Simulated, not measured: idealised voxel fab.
Proc. module: voxel trench capacitor
Section cut is 275 nm wide and gridded with 5 nm square cells.
Heads up, the way a cross-section reads in here is a grid of square cells, handed over as bands from the top down, with every band being one or more rows of cells. Basically the band line says how high the top is and how high the bottom is, in nm, and then what's in it from left to right, every material with its width in nm. Empty space shows up as "air", and if a single material carries "throughout" it runs the full band edge to edge. For the purposes of this specification, 0 denotes the height below which the wafer in its as-received condition is composed wholly of one material, and the lowermost band, lacking a lower limit, extends downward without end, as expressed in "top 0, no bottom". Note: "30..40" means the width goes from the first number (top row of the band) to the second number (bottom row) in equal steps per row of cells. Where a step carries "everything unchanged", the cross-section came out of it unchanged, cell for cell. Entry "Fully closed voids". Content: empty spaces with no open connection to the top, size 8 cells or greater. Each: width x height at distance. Distance: from left edge. Unit: nm. Heads up: the bit after the settings on a step's line is the simulator's remark on that step. Steps that use a mask can have "overlay nm" on their line. It says how far the mask sat to the right of where it was meant to be. Negative means to the left.

**These are the steps we planned for the process**
1,op RECEIVE | material Si
2,op CONFORMAL_DEP | material SiN | thk nm 10
3,op PATTERN | tone open | mask id TRENCH | material resist | width nm 25 | pitch nm 40 | thk nm 15 | overlay nm 0
4,op DIRECTIONAL_ETCH | etch materials SiN | depth nm 10
5,op DIRECTIONAL_ETCH | etch materials Si | depth nm 40
6,op STRIP | etch materials resist
7,op CONFORMAL_DEP | material Al2O3 | thk nm 5
8,op CONFORMAL_DEP | material TiN | thk nm 5
9,op FILL_DEP | material W | thk nm 10
10,op CMP | height nm 10

**First wafer, two in total, run as planned**

**Wafer as received: cross-section following step 1**
> top 0, no bottom = Si throughout
> Fully closed voids: none

**How the wafer stands in section after step 2**
> top 10, bottom 0 = SiN throughout
> Unchanged below 0.

**How the wafer stands in section after step 3**
> top 25, bottom 10 = resist 85 nm, then air 25 nm, then resist 15 nm, then air 25 nm, then resist 15 nm, then air 25 nm, then resist 85 nm
> Unchanged below 10.

**How the wafer stands in section after step 4**
> top 25, bottom 10 = resist 85 nm, then air 25 nm, then resist 15 nm, then air 25 nm, then resist 15 nm, then air 25 nm, then resist 85 nm
> top 10, bottom 0 = SiN 85 nm, then air 25 nm, then SiN 15 nm, then air 25 nm, then SiN 15 nm, then air 25 nm, then SiN 85 nm
> Unchanged below 0.

**How the wafer stands in section after step 5**
> top 25, bottom 10 = resist 85 nm, then air 25 nm, then resist 15 nm, then air 25 nm, then resist 15 nm, then air 25 nm, then resist 85 nm
> top 10, bottom 0 = SiN 85 nm, then air 25 nm, then SiN 15 nm, then air 25 nm, then SiN 15 nm, then air 25 nm, then SiN 85 nm
> top 0, bottom -40 = Si 85 nm, then air 25 nm, then Si 15 nm, then air 25 nm, then Si 15 nm, then air 25 nm, then Si 85 nm
> Unchanged below -40.

**How the wafer stands in section after step 6**
> top 10, bottom 0 = SiN 85 nm, then air 25 nm, then SiN 15 nm, then air 25 nm, then SiN 15 nm, then air 25 nm, then SiN 85 nm
> Unchanged below 0.

**How the wafer stands in section after step 7**
> top 15, bottom 10 = Al2O3 90 nm, then air 15 nm, then Al2O3 25 nm, then air 15 nm, then Al2O3 25 nm, then air 15 nm, then Al2O3 90 nm
> top 10, bottom 0 = SiN 85 nm, then Al2O3 5 nm, then air 15 nm, then Al2O3 5 nm, then SiN 15 nm, then Al2O3 5 nm, then air 15 nm, then Al2O3 5 nm, then SiN 15 nm, then Al2O3 5 nm, then air 15 nm, then Al2O3 5 nm, then SiN 85 nm
> top 0, bottom -35 = Si 85 nm, then Al2O3 5 nm, then air 15 nm, then Al2O3 5 nm, then Si 15 nm, then Al2O3 5 nm, then air 15 nm, then Al2O3 5 nm, then Si 15 nm, then Al2O3 5 nm, then air 15 nm, then Al2O3 5 nm, then Si 85 nm
> top -35, bottom -40 = Si 85 nm, then Al2O3 25 nm, then Si 15 nm, then Al2O3 25 nm, then Si 15 nm, then Al2O3 25 nm, then Si 85 nm
> Unchanged below -40.

**How the wafer stands in section after step 8**
> top 20, bottom 15 = TiN 95 nm, then air 5 nm, then TiN 35 nm, then air 5 nm, then TiN 35 nm, then air 5 nm, then TiN 95 nm
> top 15, bottom 10 = Al2O3 90 nm, then TiN 5 nm, then air 5 nm, then TiN 5 nm, then Al2O3 25 nm, then TiN 5 nm, then air 5 nm, then TiN 5 nm, then Al2O3 25 nm, then TiN 5 nm, then air 5 nm, then TiN 5 nm, then Al2O3 90 nm
> top 10, bottom 0 = SiN 85 nm, then Al2O3 5 nm, then TiN 5 nm, then air 5 nm, then TiN 5 nm, then Al2O3 5 nm, then SiN 15 nm, then Al2O3 5 nm, then TiN 5 nm, then air 5 nm, then TiN 5 nm, then Al2O3 5 nm, then SiN 15 nm, then Al2O3 5 nm, then TiN 5 nm, then air 5 nm, then TiN 5 nm, then Al2O3 5 nm, then SiN 85 nm
> top 0, bottom -30 = Si 85 nm, then Al2O3 5 nm, then TiN 5 nm, then air 5 nm, then TiN 5 nm, then Al2O3 5 nm, then Si 15 nm, then Al2O3 5 nm, then TiN 5 nm, then air 5 nm, then TiN 5 nm, then Al2O3 5 nm, then Si 15 nm, then Al2O3 5 nm, then TiN 5 nm, then air 5 nm, then TiN 5 nm, then Al2O3 5 nm, then Si 85 nm
> top -30, bottom -35 = Si 85 nm, then Al2O3 5 nm, then TiN 15 nm, then Al2O3 5 nm, then Si 15 nm, then Al2O3 5 nm, then TiN 15 nm, then Al2O3 5 nm, then Si 15 nm, then Al2O3 5 nm, then TiN 15 nm, then Al2O3 5 nm, then Si 85 nm
> Unchanged below -35.

**How the wafer stands in section after step 9**
> top 30, bottom 20 = W throughout
> top 20, bottom 15 = TiN 95 nm, then W 5 nm, then TiN 35 nm, then W 5 nm, then TiN 35 nm, then W 5 nm, then TiN 95 nm
> top 15, bottom 10 = Al2O3 90 nm, then TiN 5 nm, then W 5 nm, then TiN 5 nm, then Al2O3 25 nm, then TiN 5 nm, then W 5 nm, then TiN 5 nm, then Al2O3 25 nm, then TiN 5 nm, then W 5 nm, then TiN 5 nm, then Al2O3 90 nm
> top 10, bottom 0 = SiN 85 nm, then Al2O3 5 nm, then TiN 5 nm, then W 5 nm, then TiN 5 nm, then Al2O3 5 nm, then SiN 15 nm, then Al2O3 5 nm, then TiN 5 nm, then W 5 nm, then TiN 5 nm, then Al2O3 5 nm, then SiN 15 nm, then Al2O3 5 nm, then TiN 5 nm, then W 5 nm, then TiN 5 nm, then Al2O3 5 nm, then SiN 85 nm
> top 0, bottom -30 = Si 85 nm, then Al2O3 5 nm, then TiN 5 nm, then W 5 nm, then TiN 5 nm, then Al2O3 5 nm, then Si 15 nm, then Al2O3 5 nm, then TiN 5 nm, then W 5 nm, then TiN 5 nm, then Al2O3 5 nm, then Si 15 nm, then Al2O3 5 nm, then TiN 5 nm, then W 5 nm, then TiN 5 nm, then Al2O3 5 nm, then Si 85 nm
> Unchanged below -30.

**How the wafer stands in section after step 10**
> top 10, bottom 0 = SiN 85 nm, then Al2O3 5 nm, then TiN 5 nm, then W 5 nm, then TiN 5 nm, then Al2O3 5 nm, then SiN 15 nm, then Al2O3 5 nm, then TiN 5 nm, then W 5 nm, then TiN 5 nm, then Al2O3 5 nm, then SiN 15 nm, then Al2O3 5 nm, then TiN 5 nm, then W 5 nm, then TiN 5 nm, then Al2O3 5 nm, then SiN 85 nm
> Unchanged below 0.

**Second wafer, same starting conditions and recipe as the first, one mistake in executing it, nothing differs from the first up to and including step 1**

**Cross-section: second wafer, time at which step 2 was scheduled to end**
> top 5, bottom 0 = SiN throughout
> Unchanged below 0.

**Cross-section: second wafer, time at which step 3 was scheduled to end**
> top 20, bottom 5 = resist 85 nm, then air 25 nm, then resist 15 nm, then air 25 nm, then resist 15 nm, then air 25 nm, then resist 85 nm
> Unchanged below 5.

**Cross-section: second wafer, time at which step 4 was scheduled to end**
> top 20, bottom 5 = resist 85 nm, then air 25 nm, then resist 15 nm, then air 25 nm, then resist 15 nm, then air 25 nm, then resist 85 nm
> top 5, bottom 0 = SiN 85 nm, then air 25 nm, then SiN 15 nm, then air 25 nm, then SiN 15 nm, then air 25 nm, then SiN 85 nm
> Unchanged below 0.

**Cross-section: second wafer, time at which step 5 was scheduled to end**
> top 20, bottom 5 = resist 85 nm, then air 25 nm, then resist 15 nm, then air 25 nm, then resist 15 nm, then air 25 nm, then resist 85 nm
> top 5, bottom 0 = SiN 85 nm, then air 25 nm, then SiN 15 nm, then air 25 nm, then SiN 15 nm, then air 25 nm, then SiN 85 nm
> top 0, bottom -40 = Si 85 nm, then air 25 nm, then Si 15 nm, then air 25 nm, then Si 15 nm, then air 25 nm, then Si 85 nm
> Unchanged below -40.

**Cross-section: second wafer, time at which step 6 was scheduled to end**
> top 5, bottom 0 = SiN 85 nm, then air 25 nm, then SiN 15 nm, then air 25 nm, then SiN 15 nm, then air 25 nm, then SiN 85 nm
> Unchanged below 0.

**Cross-section: second wafer, time at which step 7 was scheduled to end**
> top 10, bottom 5 = Al2O3 90 nm, then air 15 nm, then Al2O3 25 nm, then air 15 nm, then Al2O3 25 nm, then air 15 nm, then Al2O3 90 nm
> top 5, bottom 0 = SiN 85 nm, then Al2O3 5 nm, then air 15 nm, then Al2O3 5 nm, then SiN 15 nm, then Al2O3 5 nm, then air 15 nm, then Al2O3 5 nm, then SiN 15 nm, then Al2O3 5 nm, then air 15 nm, then Al2O3 5 nm, then SiN 85 nm
> top 0, bottom -35 = Si 85 nm, then Al2O3 5 nm, then air 15 nm, then Al2O3 5 nm, then Si 15 nm, then Al2O3 5 nm, then air 15 nm, then Al2O3 5 nm, then Si 15 nm, then Al2O3 5 nm, then air 15 nm, then Al2O3 5 nm, then Si 85 nm
> top -35, bottom -40 = Si 85 nm, then Al2O3 25 nm, then Si 15 nm, then Al2O3 25 nm, then Si 15 nm, then Al2O3 25 nm, then Si 85 nm
> Unchanged below -40.

**Cross-section: second wafer, time at which step 8 was scheduled to end**
> top 15, bottom 10 = TiN 95 nm, then air 5 nm, then TiN 35 nm, then air 5 nm, then TiN 35 nm, then air 5 nm, then TiN 95 nm
> top 10, bottom 5 = Al2O3 90 nm, then TiN 5 nm, then air 5 nm, then TiN 5 nm, then Al2O3 25 nm, then TiN 5 nm, then air 5 nm, then TiN 5 nm, then Al2O3 25 nm, then TiN 5 nm, then air 5 nm, then TiN 5 nm, then Al2O3 90 nm
> top 5, bottom 0 = SiN 85 nm, then Al2O3 5 nm, then TiN 5 nm, then air 5 nm, then TiN 5 nm, then Al2O3 5 nm, then SiN 15 nm, then Al2O3 5 nm, then TiN 5 nm, then air 5 nm, then TiN 5 nm, then Al2O3 5 nm, then SiN 15 nm, then Al2O3 5 nm, then TiN 5 nm, then air 5 nm, then TiN 5 nm, then Al2O3 5 nm, then SiN 85 nm
> top 0, bottom -30 = Si 85 nm, then Al2O3 5 nm, then TiN 5 nm, then air 5 nm, then TiN 5 nm, then Al2O3 5 nm, then Si 15 nm, then Al2O3 5 nm, then TiN 5 nm, then air 5 nm, then TiN 5 nm, then Al2O3 5 nm, then Si 15 nm, then Al2O3 5 nm, then TiN 5 nm, then air 5 nm, then TiN 5 nm, then Al2O3 5 nm, then Si 85 nm
> top -30, bottom -35 = Si 85 nm, then Al2O3 5 nm, then TiN 15 nm, then Al2O3 5 nm, then Si 15 nm, then Al2O3 5 nm, then TiN 15 nm, then Al2O3 5 nm, then Si 15 nm, then Al2O3 5 nm, then TiN 15 nm, then Al2O3 5 nm, then Si 85 nm
> Unchanged below -35.

**Cross-section: second wafer, time at which step 9 was scheduled to end**
> top 25, bottom 15 = W throughout
> top 15, bottom 10 = TiN 95 nm, then W 5 nm, then TiN 35 nm, then W 5 nm, then TiN 35 nm, then W 5 nm, then TiN 95 nm
> top 10, bottom 5 = Al2O3 90 nm, then TiN 5 nm, then W 5 nm, then TiN 5 nm, then Al2O3 25 nm, then TiN 5 nm, then W 5 nm, then TiN 5 nm, then Al2O3 25 nm, then TiN 5 nm, then W 5 nm, then TiN 5 nm, then Al2O3 90 nm
> top 5, bottom 0 = SiN 85 nm, then Al2O3 5 nm, then TiN 5 nm, then W 5 nm, then TiN 5 nm, then Al2O3 5 nm, then SiN 15 nm, then Al2O3 5 nm, then TiN 5 nm, then W 5 nm, then TiN 5 nm, then Al2O3 5 nm, then SiN 15 nm, then Al2O3 5 nm, then TiN 5 nm, then W 5 nm, then TiN 5 nm, then Al2O3 5 nm, then SiN 85 nm
> top 0, bottom -30 = Si 85 nm, then Al2O3 5 nm, then TiN 5 nm, then W 5 nm, then TiN 5 nm, then Al2O3 5 nm, then Si 15 nm, then Al2O3 5 nm, then TiN 5 nm, then W 5 nm, then TiN 5 nm, then Al2O3 5 nm, then Si 15 nm, then Al2O3 5 nm, then TiN 5 nm, then W 5 nm, then TiN 5 nm, then Al2O3 5 nm, then Si 85 nm
> Unchanged below -30.

**Cross-section: second wafer, time at which step 10 was scheduled to end**
> top 10, bottom 5 = Al2O3 90 nm, then TiN 5 nm, then W 5 nm, then TiN 5 nm, then Al2O3 25 nm, then TiN 5 nm, then W 5 nm, then TiN 5 nm, then Al2O3 25 nm, then TiN 5 nm, then W 5 nm, then TiN 5 nm, then Al2O3 90 nm
> Unchanged below 5.
what went wrong: step 2 ran as: op CONFORMAL_DEP | material SiN | thk nm 5
Wafer comparison, final, in cells, second relative to first, materials more or fewer: 40 more of Al2O3, 40 fewer of SiN
